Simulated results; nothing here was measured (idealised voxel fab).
The following is a process module called voxel plated lines.
Displayed cross-section: cut, width of 230 nm, square cells sized 5 nm.
Square cells in a grid make up a cross-section in this document, and the grid is given as bands, listed from the top down, each one or more rows of cells. Top, bottom (nm), then materials left to right with widths (nm); lone material tagged "all across" fills the whole band edge to edge; "blank" = empty space. The reference from which all heights are counted is 0, the level beneath which the as-received wafer is entirely one material; the lowest band, having no lower bound, proceeds downward and is written after the example "from 0 down". Graded width ("30->40"): value in top row of band = first number; value in bottom row = second number; row-to-row change constant. Basically "no modifications" means that step didn't change any cell in the cross-section. In the "Unvented cavities" entry, you get each enclosed empty space of 8 cells or more, one with no open way to the top, written width x height at distance, distance from the left edge, in nm. Post-settings text on a step line: simulator's own remark regarding the step. The "overlay nm" setting may appear on a step's line; for a step that uses a mask, it gives how far to the right of its planned position the mask lay, and a negative value indicates the left.

**These are the steps we planned for the process**
1 RECEIVE | material Si
2 CONFORMAL_DEP | material SiN | thk nm 15
3 DIRECTIONAL_DEP | material TiN | thk nm 5
4 PATTERN | tone open | mask id LINES | material resist | width nm 15 | pitch nm 35 | thk nm 20 | overlay nm 0
5 EPI | material Ru | thk nm 5
6 STRIP | etch materials resist
7 DIRECTIONAL_ETCH | etch materials TiN | depth nm 5
8 CONFORMAL_DEP | material SiN | thk nm 10

**as received, after step 1**
    from 0 down = Si all across
    Unvented cavities: none

**Cross-section taken at module completion on the first of two wafers; processed per the plan**
    from 35 to 25 = blank=45; SiN=140; blank=45
    from 25 to 20 = SiN=55; Ru=15; SiN=20; Ru=15; SiN=20; Ru=15; SiN=20; Ru=15; SiN=55
    from 20 to 15 = SiN=55; TiN=15; SiN=20; TiN=15; SiN=20; TiN=15; SiN=20; TiN=15; SiN=55
    from 15 to 0 = SiN all across
    from 0 down = Si all across
    Unvented cavities: none

**Cross-section, wafer two of two, end of module: same start and plan as wafer one, one error in execution**
    from 30 to 5 = SiN all across
    from 5 to 0 = TiN all across
    from 0 down = Si all across
    Unvented cavities: none
What was the processing mistake? steps 2 and 3 were swapped
End of process, cell counts, second wafer against first, materials with more or fewer: -12 Ru | -32 SiN | +34 TiN
